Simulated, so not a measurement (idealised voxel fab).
This is a process module. Its name is voxel ribs on slabs.
Shown is cross-section cut, with a width of 260 nm and square cells of size 5 nm.
The cross-sections in this document take the form of a grid made of square cells. They are written out as bands, in order from top to bottom. Each band consists of one or more rows of cells.
Top height, bottom height, nm. Materials left to right, width each, nm. Single material + "full width" = fills band edge to edge. "blank" = empty.
Zero point of the height axis is 0; under it, received wafer = one material. Lowest band: continues down indefinitely, "0..down".
Per-row width for "30 to 40": begins at first number (top row of band), ends at second number (bottom row), increment between rows held constant.
"changes: none" after a step means that no cell of the cross-section changed.
"Enclosed void entries" enumerates empty spaces isolated from the top, with no open way to it, that contain at least 8 cells, giving each as width x height at distance from the left edge, all three in nm.
What comes after the settings on a step's line is commentary from the simulator itself on that step.
overlay nm: right-of-plan distance of the mask on a masked step; negative values mean left-of-plan.

-- Listed below are the process steps as planned
1. RECEIVE, material Si
2. DIRECTIONAL_DEP, material SiO2, thk nm 20
3. DIRECTIONAL_DEP, material SiN, thk nm 25
4. DIRECTIONAL_DEP, material aC, thk nm 10
5. PATTERN, tone cover, mask id RIB, material resist, width nm 20, thk nm 25, overlay nm 0
6. DIRECTIONAL_ETCH, etch materials aC, depth nm 10
7. STRIP, etch materials resist
8. DIRECTIONAL_ETCH, etch materials SiN, depth nm 5
9. STRIP, etch materials aC
10. MASKED_ETCH, tone cover, mask id SLAB, width nm 50, etch materials SiN, depth nm 20, overlay nm 0
11. FILL_DEP, material SiO2, thk nm 15
12. CMP, height nm 55
13. DIRECTIONAL_DEP, material W, thk nm 5
14. PATTERN, tone cover, mask id HEATER, material resist, width nm 30, thk nm 15, overlay nm 0
15. DIRECTIONAL_ETCH, etch materials W, depth nm 5
16. STRIP, etch materials resist
17. CONFORMAL_DEP, material SiO2, thk nm 10
Same starting wafers, different width nm at step 10. Plan value belongs to the first wafer.

-- Cross-section, first of several wafers, as delivered after step 1
- 0..down = Si full width
- Enclosed void entries: none

-- The first of several wafers, seen in cross-section after the module's last step, step 17
- 70..65 = blank 105 nm, SiO2 50 nm, blank 105 nm
- 65..60 = SiO2 full width
- 60..55 = SiO2 115 nm, W 30 nm, SiO2 115 nm
- 55..45 = SiO2 full width
- 45..40 = SiO2 120 nm, SiN 20 nm, SiO2 120 nm
- 40..20 = SiO2 105 nm, SiN 50 nm, SiO2 105 nm
- 20..0 = SiO2 full width
- 0..down = Si full width
- Enclosed void entries: none

-- Cross-sectional view, end of module, last wafer of several
- 70..65 = blank 105 nm, SiO2 50 nm, blank 105 nm
- 65..60 = SiO2 full width
- 60..55 = SiO2 115 nm, W 30 nm, SiO2 115 nm
- 55..45 = SiO2 full width
- 45..40 = SiO2 120 nm, SiN 20 nm, SiO2 120 nm
- 40..20 = SiO2 95 nm, SiN 75 nm, SiO2 90 nm
- 20..0 = SiO2 full width
- 0..down = Si full width
- Enclosed void entries: none

-- Heads up, this table goes wafer by wafer. A row tells you, at the end of the module, how many cells of each material that wafer has put on (+) or dropped (-) since it was received, and then its closed voids
width nm 50; +44 SiN; +636 SiO2; +6 W; Enclosed void entries: none
width nm 55; +48 SiN; +632 SiO2; +6 W; Enclosed void entries: none
width nm 60; +52 SiN; +628 SiO2; +6 W; Enclosed void entries: none
width nm 65; +56 SiN; +624 SiO2; +6 W; Enclosed void entries: none
width nm 70; +60 SiN; +620 SiO2; +6 W; Enclosed void entries: none
width nm 75; +64 SiN; +616 SiO2; +6 W; Enclosed void entries: none
